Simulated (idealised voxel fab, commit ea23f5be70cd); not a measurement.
process module | voxel transistor to metal
cross-section cut | 190 nm wide | cells 5 nm
A cross-section is a grid of square cells, given in bands from the top down. A band is one or more rows of cells.
Each band's line starts with the height of the band's top and of its bottom, in nm. Then come its materials from left to right, each with its width in nm. One material with "throughout" fills the band from edge to edge. "air" is empty space.
Height 0 is the level under which the wafer as received is all one material. The lowest band goes on downwards, as in "0 down".
A width such as "30 to 40" changes by the same amount from each row of cells to the next, from the band's top row to its bottom row.
"no change" after a step means that no cell of the cross-section changed.
closed voids: empty space of 8 cells or more with no open way to the top, each as width x height at its distance from the left edge, in nm
after a step's settings: what the simulator itself notes on the step
overlay nm, on a step with a mask: how far to the right of its planned place the mask lay; to the left if negative
plan
1 op RECEIVE | material Si
2 op OXIDIZE | depth nm 5
3 op CONFORMAL_DEP | material SiN | thk nm 15
4 op MASKED_ETCH | tone cover | mask id ACTIVE | width nm 135 | etch materials SiN | depth nm 15 | overlay nm 0
5 op MASKED_ETCH | tone cover | mask id ACTIVE | width nm 135 | etch materials SiO2 | depth nm 5 | overlay nm 0
6 op MASKED_ETCH | tone cover | mask id ACTIVE | width nm 125 | etch materials Si | depth nm 20 | overlay nm 0
7 op FILL_DEP | material SiO2 | thk nm 10
8 op CMP | height nm 15
9 op SELECTIVE_ETCH | etch materials SiO2 | depth nm 5
10 op STRIP | etch materials SiN
11 op SELECTIVE_ETCH | etch materials SiO2 | depth nm 5
12 op OXIDIZE | depth nm 5
13 op DIRECTIONAL_DEP | material polySi | thk nm 30
14 op DIRECTIONAL_DEP | material SiCN | thk nm 10
15 op DIRECTIONAL_DEP | material aC | thk nm 15
16 op PATTERN | tone cover | mask id GATE | material resist | width nm 35 | thk nm 30 | overlay nm 0
17 op DIRECTIONAL_ETCH | etch materials aC | depth nm 15
18 op STRIP | etch materials resist
19 op DIRECTIONAL_ETCH | etch materials SiCN | depth nm 20
20 op DIRECTIONAL_ETCH | etch materials polySi | depth nm 40
21 op STRIP | etch materials aC
22 op CONFORMAL_DEP | material SiN | thk nm 5
23 op DIRECTIONAL_ETCH | etch materials SiN | depth nm 5
24 op DIRECTIONAL_ETCH | etch materials SiO2 | depth nm 5
25 op DIRECTIONAL_ETCH | etch materials Si | depth nm 5
26 op EPI | material nSi | thk nm 5
27 op FILL_DEP | material SiO2 | thk nm 10
28 op CMP | height nm 25
29 op STRIP | etch materials polySi
30 op SELECTIVE_ETCH | etch materials SiO2 | depth nm 5
31 op CONFORMAL_DEP | material HfO2 | thk nm 5
32 op CONFORMAL_DEP | material TiN | thk nm 5
33 op FILL_DEP | material W | thk nm 10
34 op CMP | height nm 20
35 op DIRECTIONAL_DEP | material SiO2 | thk nm 15
36 op MASKED_ETCH | tone open | mask id CONTACT | width nm 20 | pitch nm 95 | etch materials SiO2 | depth nm 45 | overlay nm 0
37 op CONFORMAL_DEP | material TiN | thk nm 5
38 op FILL_DEP | material W | thk nm 5
39 op CMP | height nm 35
40 op DIRECTIONAL_DEP | material TiN | thk nm 5
41 op DIRECTIONAL_DEP | material W | thk nm 20
42 op MASKED_ETCH | tone cover | mask id METAL_1 | width nm 20 | pitch nm 95 | etch materials W | depth nm 20 | overlay nm 0
43 op MASKED_ETCH | tone cover | mask id METAL_1 | width nm 20 | pitch nm 95 | etch materials TiN | depth nm 5 | overlay nm 0
44 op FILL_DEP | material lowk | thk nm 10
45 op CMP | height nm 60
46 op CONFORMAL_DEP | material SiCN | thk nm 5
varied across the wafers: width nm of step 6. The plan shows the first wafer's value. All wafers start alike
first wafer as received, after step 1
  0 down: Si throughout
  closed voids: none
each wafer at the end: cells of each material gained (+) or lost (-) since it was received, then its closed voids
width nm 125 | +19 HfO2 | -127 Si | +38 SiCN | +14 SiN | +243 SiO2 | +61 TiN | +76 W | +150 lowk | +20 nSi | closed voids: none
width nm 130 | +19 HfO2 | -127 Si | +38 SiCN | +14 SiN | +243 SiO2 | +61 TiN | +76 W | +150 lowk | +20 nSi | closed voids: none
width nm 135 | +19 HfO2 | -127 Si | +38 SiCN | +14 SiN | +243 SiO2 | +61 TiN | +76 W | +150 lowk | +20 nSi | closed voids: none
width nm 140 | +19 HfO2 | -124 Si | +38 SiCN | +14 SiN | +239 SiO2 | +61 TiN | +76 W | +150 lowk | +21 nSi | closed voids: none
width nm 145 | +19 HfO2 | -121 Si | +38 SiCN | +14 SiN | +235 SiO2 | +61 TiN | +76 W | +150 lowk | +22 nSi | closed voids: none
width nm 150 | +19 HfO2 | -118 Si | +38 SiCN | +14 SiN | +232 SiO2 | +61 TiN | +76 W | +150 lowk | +22 nSi | closed voids: none
